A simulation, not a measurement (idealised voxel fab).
process module | voxel fin reveal
cross-section cut | 195 nm wide | cells 5 nm
A cross-section is a grid of square cells, given in bands from the top down. A band is one or more rows of cells.
Each band's line starts with the height of the band's top and of its bottom, in nm. Then come its materials from left to right, each with its width in nm. One material with "throughout" fills the band from edge to edge. "air" is empty space.
Height 0 is the level under which the wafer as received is all one material. The lowest band goes on downwards, as in "0 down".
A width such as "30 to 40" changes by the same amount from each row of cells to the next, from the band's top row to its bottom row.
"no change" after a step means that no cell of the cross-section changed.
closed voids: empty space of 8 cells or more with no open way to the top, each as width x height at its distance from the left edge, in nm
after a step's settings: what the simulator itself notes on the step
overlay nm, on a step with a mask: how far to the right of its planned place the mask lay; to the left if negative
plan
1 op RECEIVE | material Si
2 op CONFORMAL_DEP | material SiN | thk nm 10
3 op PATTERN | tone cover | mask id FINS | material resist | width nm 15 | pitch nm 45 | thk nm 20 | overlay nm 0
4 op DIRECTIONAL_ETCH | etch materials SiN | depth nm 10
5 op DIRECTIONAL_ETCH | etch materials Si | depth nm 35
6 op STRIP | etch materials resist
7 op FILL_DEP | material SiO2 | thk nm 15
8 op CMP | height nm 10
9 op SELECTIVE_ETCH | etch materials SiO2 | depth nm 35
10 op STRIP | etch materials SiN
as received, after step 1
  0 down: Si throughout
  closed voids: none
a wafer at the end: this start, this plan, one mistake
  10 to 0: air 20 | SiN 15 | air 30 | SiN 15 | air 30 | SiN 15 | air 30 | SiN 15 | air 25
  0 to -25: air 20 | Si 15 | air 30 | Si 15 | air 30 | Si 15 | air 30 | Si 15 | air 25
  -25 to -35: SiO2 20 | Si 15 | SiO2 30 | Si 15 | SiO2 30 | Si 15 | SiO2 30 | Si 15 | SiO2 25
  -35 down: Si throughout
  closed voids: none
what went wrong: step 10 was left out
